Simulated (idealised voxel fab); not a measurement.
Module name: voxel self aligned vias (process module)
Cross-section cut: width 235 nm, square cells of 5 nm.
Square cells in a grid make up a cross-section in this document, and the grid is given as bands, listed from the top down, each one or more rows of cells. Each band's line starts with the height of the band's top and of its bottom, in nm. Then come its materials from left to right, each with its width in nm. One material with "edge to edge" fills the band from edge to edge. "empty" is empty space. It should be noted that heights are counted from 0, beneath which the wafer as supplied is of one material throughout, and that the lowest band possesses no lower boundary but continues downward, as written in "0..down". With a width like "30 to 40", each row of cells in the band differs from the next by the same amount, the top row carrying the first number and the bottom row the second. "nothing altered" -> step changed no cross-section cell. This entry, "Sealed internal voids", enumerates those empty regions of no fewer than 8 cells that possess no open connection to the top. Each region is reported in the form width x height at distance, the distance being taken from the left edge, with all three quantities expressed in nm. Past the settings on a step's line: simulator remark, on that step. overlay nm: right-of-plan distance of the mask on a masked step; negative values mean left-of-plan.
THESE ARE THE STEPS WE PLANNED FOR THE PROCESS
1,op RECEIVE | material Si
2,op CONFORMAL_DEP | material SiO2 | thk nm 15
3,op CONFORMAL_DEP | material SiCN | thk nm 5
4,op DIRECTIONAL_DEP | material lowk | thk nm 30
5,op DIRECTIONAL_DEP | material aC | thk nm 15
6,op PATTERN | tone open | mask id LINES | material resist | width nm 20 | pitch nm 60 | thk nm 35 | overlay nm 0
7,op DIRECTIONAL_ETCH | etch materials aC | depth nm 15
8,op STRIP | etch materials resist
9,op DIRECTIONAL_ETCH | etch materials lowk | depth nm 30
10,op STRIP | etch materials aC
11,op CONFORMAL_DEP | material TiN | thk nm 5
12,op FILL_DEP | material Ru | thk nm 5
13,op CMP | height nm 50
14,op SELECTIVE_ETCH | etch materials W Ru TiN | depth nm 5
15,op FILL_DEP | material SiN | thk nm 5
16,op CMP | height nm 50
17,op DIRECTIONAL_DEP | material lowk | thk nm 20
18,op PATTERN | tone open | mask id VIAS | material resist | width nm 30 | pitch nm 60 | thk nm 15 | overlay nm 0
19,op DIRECTIONAL_ETCH | etch materials lowk | depth nm 20
20,op DIRECTIONAL_ETCH | etch materials SiN | depth nm 5
21,op STRIP | etch materials resist
22,op CONFORMAL_DEP | material TiN | thk nm 5
23,op FILL_DEP | material Cu | thk nm 10
24,op CMP | height nm 70
25,op CONFORMAL_DEP | material SiCN | thk nm 5
DELIVERED WAFER IN CROSS-SECTION: STATE AFTER STEP 1
* 0..down = Si edge to edge
* Sealed internal voids: none
POST-MODULE CROSS-SECTION: IDENTICAL START AND PLAN TO THOSE ABOVE, ONE MISSTEP IN EXECUTION
* 75..70 = SiCN edge to edge
* 70..50 = 70 lowk, then 5 TiN, then 20 Cu, then 5 TiN, then 30 lowk, then 5 TiN, then 20 Cu, then 5 TiN, then 75 lowk
* 50..45 = 70 lowk, then 30 TiN, then 30 lowk, then 30 TiN, then 75 lowk
* 45..25 = 75 lowk, then 5 TiN, then 10 Ru, then 5 TiN, then 40 lowk, then 5 TiN, then 10 Ru, then 5 TiN, then 80 lowk
* 25..20 = 75 lowk, then 20 TiN, then 40 lowk, then 20 TiN, then 80 lowk
* 20..15 = SiCN edge to edge
* 15..0 = SiO2 edge to edge
* 0..down = Si edge to edge
* Sealed internal voids: none
Misprocessing identified: step 19 was processed under conditions differing from the plan, specifically as op DIRECTIONAL_ETCH | etch materials lowk | depth nm 25
